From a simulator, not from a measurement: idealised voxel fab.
process module | voxel capacitor over wiring
cross-section cut | 270 nm wide | cells 5 nm
A cross-section is a grid of square cells, given in bands from the top down. A band is one or more rows of cells.
Each band's line starts with the height of the band's top and of its bottom, in nm. Then come its materials from left to right, each with its width in nm. One material with "throughout" fills the band from edge to edge. "air" is empty space.
Height 0 is the level under which the wafer as received is all one material. The lowest band goes on downwards, as in "0 down".
A width such as "30 to 40" changes by the same amount from each row of cells to the next, from the band's top row to its bottom row.
"no change" after a step means that no cell of the cross-section changed.
closed voids: empty space of 8 cells or more with no open way to the top, each as width x height at its distance from the left edge, in nm
after a step's settings: what the simulator itself notes on the step
overlay nm, on a step with a mask: how far to the right of its planned place the mask lay; to the left if negative
plan
1 op RECEIVE | material Si
2 op CONFORMAL_DEP | material SiO2 | thk nm 15
3 op DIRECTIONAL_DEP | material TiN | thk nm 5
4 op DIRECTIONAL_DEP | material Ru | thk nm 25
5 op PATTERN | tone cover | mask id METAL_1 | material resist | width nm 20 | pitch nm 75 | thk nm 15 | overlay nm 0
6 op DIRECTIONAL_ETCH | etch materials Ru | depth nm 25
7 op DIRECTIONAL_ETCH | etch materials TiN | depth nm 5
8 op STRIP | etch materials resist
9 op CONFORMAL_DEP | material SiN | thk nm 5
10 op FILL_DEP | material lowk | thk nm 10
11 op CMP | height nm 45
12 op CONFORMAL_DEP | material SiCN | thk nm 5
13 op DIRECTIONAL_DEP | material lowk | thk nm 5
14 op DIRECTIONAL_DEP | material aC | thk nm 10
15 op PATTERN | tone open | mask id PLUG_1 | material resist | width nm 15 | thk nm 25 | overlay nm 0
16 op DIRECTIONAL_ETCH | etch materials aC | depth nm 10
17 op STRIP | etch materials resist
18 op DIRECTIONAL_ETCH | etch materials lowk | depth nm 10
19 op DIRECTIONAL_ETCH | etch materials SiCN | depth nm 5
20 op STRIP | etch materials aC
21 op CONFORMAL_DEP | material TiN | thk nm 5
22 op FILL_DEP | material Ru | thk nm 10
23 op CMP | height nm 60
24 op DIRECTIONAL_DEP | material TiN | thk nm 10
25 op DIRECTIONAL_DEP | material SiN | thk nm 5
26 op DIRECTIONAL_DEP | material TiN | thk nm 10
27 op PATTERN | tone cover | mask id UPPER_PLATE | material resist | width nm 60 | thk nm 20 | overlay nm 0
28 op DIRECTIONAL_ETCH | etch materials TiN | depth nm 10
29 op DIRECTIONAL_ETCH | etch materials SiN | depth nm 5
30 op STRIP | etch materials resist
31 op MASKED_ETCH | tone cover | mask id LOWER_PLATE | width nm 70 | etch materials TiN | depth nm 10 | overlay nm 0
32 op FILL_DEP | material SiO2 | thk nm 20
33 op CMP | height nm 100
34 op DIRECTIONAL_DEP | material aC | thk nm 10
35 op PATTERN | tone open | mask id PLUG_2 | material resist | width nm 15 | thk nm 25 | overlay nm 0
36 op DIRECTIONAL_ETCH | etch materials aC | depth nm 10
37 op STRIP | etch materials resist
38 op DIRECTIONAL_ETCH | etch materials SiO2 | depth nm 15
39 op STRIP | etch materials aC
40 op CONFORMAL_DEP | material TiN | thk nm 5
41 op FILL_DEP | material Ru | thk nm 10
42 op CMP | height nm 100
43 op CONFORMAL_DEP | material SiN | thk nm 5
varied across the wafers: thk nm of step 13. The plan shows the first wafer's value. All wafers start alike
first wafer as received, after step 1
  0 down: Si throughout
  closed voids: none
first wafer at the end, after step 43
  105 to 100: SiN throughout
  100 to 90: SiO2 100 | TiN 5 | Ru 5 | TiN 5 | SiO2 155
  90 to 85: SiO2 100 | TiN 15 | SiO2 155
  85 to 75: SiO2 90 | TiN 60 | SiO2 120
  75 to 70: SiO2 90 | SiN 60 | SiO2 120
  70 to 60: SiO2 85 | TiN 70 | SiO2 115
  60 to 55: TiN 95 | Ru 5 | TiN 170
  55 to 50: lowk 90 | TiN 5 | Ru 5 | TiN 5 | lowk 165
  50 to 45: SiCN 90 | TiN 15 | SiCN 165
  45 to 20: lowk 80 | SiN 5 | Ru 20 | SiN 5 | lowk 45 | SiN 5 | Ru 20 | SiN 5 | lowk 85
  20 to 15: SiN 85 | TiN 20 | SiN 55 | TiN 20 | SiN 90
  15 to 0: SiO2 throughout
  0 down: Si throughout
  closed voids: none
last wafer at the end
  105 to 100: SiN throughout
  100 to 90: SiO2 100 | TiN 5 | Ru 5 | TiN 5 | SiO2 155
  90 to 85: SiO2 100 | TiN 15 | SiO2 155
  85 to 75: SiO2 90 | TiN 60 | SiO2 120
  75 to 70: SiO2 90 | SiN 60 | SiO2 120
  70 to 60: SiO2 85 | TiN 70 | SiO2 115
  60 to 50: lowk throughout
  50 to 45: SiCN throughout
  45 to 20: lowk 80 | SiN 5 | Ru 20 | SiN 5 | lowk 45 | SiN 5 | Ru 20 | SiN 5 | lowk 85
  20 to 15: SiN 85 | TiN 20 | SiN 55 | TiN 20 | SiN 90
  15 to 0: SiO2 throughout
  0 down: Si throughout
  closed voids: none
each wafer at the end: cells of each material gained (+) or lost (-) since it was received, then its closed voids
thk nm 5 | +44 Ru | +51 SiCN | +132 SiN | +521 SiO2 | +125 TiN | +261 lowk | closed voids: none
thk nm 10 | +44 Ru | +51 SiCN | +132 SiN | +521 SiO2 | +74 TiN | +312 lowk | closed voids: none
thk nm 15 | +42 Ru | +54 SiCN | +132 SiN | +521 SiO2 | +70 TiN | +315 lowk | closed voids: none
thk nm 20 | +42 Ru | +54 SiCN | +132 SiN | +521 SiO2 | +67 TiN | +318 lowk | closed voids: none
thk nm 25 | +42 Ru | +54 SiCN | +132 SiN | +521 SiO2 | +67 TiN | +318 lowk | closed voids: none
